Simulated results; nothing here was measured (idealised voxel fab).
This section sets out a process module, namely voxel self aligned vias.
Square cell edge 5 nm, section width 225 nm, ID cut.
In this document a cross-section is written as a grid of square cells. It is given as a series of bands, listed from the top down, and a band is one or more rows of cells. What a band's entry tells you: where the top is and where the bottom is, as heights in nm, and after that what lies inside, material by material from left to right, each with its width in nm. Empty space is written as the word "air", and a single material marked with the word "everywhere" occupies the band from edge to edge. All heights in this document are referenced to 0, defined as the level beneath which the wafer, as received, consists entirely of one material. The lowest band is not bounded below; it extends indefinitely downward and is written in the form "z 0 and below". Graded width ("30..40"): value in top row of band = first number; value in bottom row = second number; row-to-row change constant. What does "no change occurred" mean for a step? It means no cell of the cross-section changed in that step. "Sealed-off cavities" contains a list of empty spaces, each no smaller than 8 cells and without an open way to the top, written in the form width x height at distance with the distance from the left edge and all three in nm. Note: text after step settings on the step line = simulator remark on that step. overlay nm: for a step with a mask, the amount by which the mask lay right of where it was planned; a negative amount means left of it.

### Process steps - plan
step 1: op RECEIVE | material Si
step 2: op CONFORMAL_DEP | material SiO2 | thk nm 15
step 3: op CONFORMAL_DEP | material SiCN | thk nm 5
step 4: op DIRECTIONAL_DEP | material lowk | thk nm 30
step 5: op PATTERN | tone open | mask id LINES | material resist | width nm 25 | pitch nm 65 | thk nm 20 | overlay nm 0
step 6: op DIRECTIONAL_ETCH | etch materials lowk | depth nm 30
step 7: op STRIP | etch materials resist
step 8: op CONFORMAL_DEP | material TiN | thk nm 5
step 9: op FILL_DEP | material Ru | thk nm 10
step 10: op CMP | height nm 50
step 11: op SELECTIVE_ETCH | etch materials W Ru TiN | depth nm 10
step 12: op FILL_DEP | material SiN | thk nm 10
step 13: op CMP | height nm 50
step 14: op DIRECTIONAL_DEP | material lowk | thk nm 15
step 15: op MASKED_ETCH | tone open | mask id VIAS | width nm 35 | pitch nm 65 | etch materials lowk | depth nm 15 | overlay nm 0
step 16: op MASKED_ETCH | tone open | mask id VIAS | width nm 35 | pitch nm 65 | etch materials SiN | depth nm 10 | overlay nm -15
step 17: op CONFORMAL_DEP | material TiN | thk nm 5
step 18: op FILL_DEP | material Ru | thk nm 10
step 19: op CMP | height nm 65
step 20: op CONFORMAL_DEP | material SiCN | thk nm 5
Keep in mind the plan's value for the overlay nm of step 16 comes from the first wafer; the wafers don't share that setting, but they do share the same starting point.

### Cross-section, first of several wafers, as delivered after step 1
> z 0 and below  Si everywhere
> Sealed-off cavities: none

### First of several wafers, sectioned at end of module (last step: step 20)
> z 70 to 65  SiCN everywhere
> z 65 to 55  lowk: 60  TiN: 5  Ru: 25  TiN: 5  lowk: 30  TiN: 5  Ru: 25  TiN: 5  lowk: 65
> z 55 to 50  lowk: 60  TiN: 10  Ru: 5  TiN: 20  lowk: 30  TiN: 10  Ru: 5  TiN: 20  lowk: 65
> z 50 to 45  lowk: 65  TiN: 5  Ru: 5  TiN: 5  SiN: 10  lowk: 40  TiN: 5  Ru: 5  TiN: 5  SiN: 10  lowk: 70
> z 45 to 40  lowk: 65  TiN: 15  SiN: 10  lowk: 40  TiN: 15  SiN: 10  lowk: 70
> z 40 to 25  lowk: 65  TiN: 5  Ru: 15  TiN: 5  lowk: 40  TiN: 5  Ru: 15  TiN: 5  lowk: 70
> z 25 to 20  lowk: 65  TiN: 25  lowk: 40  TiN: 25  lowk: 70
> z 20 to 15  SiCN everywhere
> z 15 to 0  SiO2 everywhere
> z 0 and below  Si everywhere
> Sealed-off cavities: none

### End of module, last wafer sectioned
> z 70 to 65  SiCN everywhere
> z 65 to 55  lowk: 60  TiN: 5  Ru: 25  TiN: 5  lowk: 30  TiN: 5  Ru: 25  TiN: 5  lowk: 65
> z 55 to 50  lowk: 60  TiN: 20  Ru: 5  TiN: 10  lowk: 30  TiN: 20  Ru: 5  TiN: 10  lowk: 65
> z 50 to 45  lowk: 65  SiN: 10  TiN: 5  Ru: 5  TiN: 5  lowk: 40  SiN: 10  TiN: 5  Ru: 5  TiN: 5  lowk: 70
> z 45 to 40  lowk: 65  SiN: 10  TiN: 15  lowk: 40  SiN: 10  TiN: 15  lowk: 70
> z 40 to 25  lowk: 65  TiN: 5  Ru: 15  TiN: 5  lowk: 40  TiN: 5  Ru: 15  TiN: 5  lowk: 70
> z 25 to 20  lowk: 65  TiN: 25  lowk: 40  TiN: 25  lowk: 70
> z 20 to 15  SiCN everywhere
> z 15 to 0  SiO2 everywhere
> z 0 and below  Si everywhere
> Sealed-off cavities: none

### Here is how to read the rows: every wafer has a row, and it shows the wafer at the end of the module, giving for each material how many cells were gained (+) or lost (-) since the wafer was received, then listing its closed voids
overlay nm -15 | +42 Ru | +90 SiCN | +8 SiN | +135 SiO2 | +52 TiN | +303 lowk | Sealed-off cavities: none
overlay nm -10 | +46 Ru | +90 SiCN | +4 SiN | +135 SiO2 | +52 TiN | +303 lowk | Sealed-off cavities: none
overlay nm -5 | +50 Ru | +90 SiCN | +135 SiO2 | +52 TiN | +303 lowk | Sealed-off cavities: none
overlay nm 0 | +50 Ru | +90 SiCN | +135 SiO2 | +52 TiN | +303 lowk | Sealed-off cavities: none
overlay nm 5 | +50 Ru | +90 SiCN | +135 SiO2 | +52 TiN | +303 lowk | Sealed-off cavities: none
overlay nm 10 | +46 Ru | +90 SiCN | +4 SiN | +135 SiO2 | +52 TiN | +303 lowk | Sealed-off cavities: none
overlay nm 15 | +42 Ru | +90 SiCN | +8 SiN | +135 SiO2 | +52 TiN | +303 lowk | Sealed-off cavities: none
